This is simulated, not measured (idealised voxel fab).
process module | voxel lift off
cross-section cut | 170 nm wide | cells 5 nm
A cross-section is a grid of square cells, given in bands from the top down. A band is one or more rows of cells.
Each band's line starts with the height of the band's top and of its bottom, in nm. Then come its materials from left to right, each with its width in nm. One material with "throughout" fills the band from edge to edge. "air" is empty space.
Height 0 is the level under which the wafer as received is all one material. The lowest band goes on downwards, as in "0 down".
A width such as "30 to 40" changes by the same amount from each row of cells to the next, from the band's top row to its bottom row.
"no change" after a step means that no cell of the cross-section changed.
closed voids: empty space of 8 cells or more with no open way to the top, each as width x height at its distance from the left edge, in nm
after a step's settings: what the simulator itself notes on the step
overlay nm, on a step with a mask: how far to the right of its planned place the mask lay; to the left if negative
plan
1 op RECEIVE | material Si
2 op CONFORMAL_DEP | material SiO2 | thk nm 5
3 op PATTERN | tone open | mask id LINES | material resist | width nm 20 | pitch nm 60 | thk nm 25 | overlay nm 0
4 op DIRECTIONAL_DEP | material Ru | thk nm 15
5 op STRIP | etch materials resist
6 op CONFORMAL_DEP | material SiCN | thk nm 5
varied across the wafers: width nm of step 3. The plan shows the first wafer's value. All wafers start alike
first wafer as received, after step 1
  0 down: Si throughout
  closed voids: none
each wafer at the end: cells of each material gained (+) or lost (-) since it was received, then its closed voids
width nm 20 | +24 Ru | +46 SiCN | +34 SiO2 | closed voids: none
width nm 25 | +30 Ru | +46 SiCN | +34 SiO2 | closed voids: none
width nm 30 | +36 Ru | +46 SiCN | +34 SiO2 | closed voids: none
width nm 35 | +42 Ru | +46 SiCN | +34 SiO2 | closed voids: none
width nm 40 | +48 Ru | +46 SiCN | +34 SiO2 | closed voids: none
width nm 45 | +54 Ru | +46 SiCN | +34 SiO2 | closed voids: none
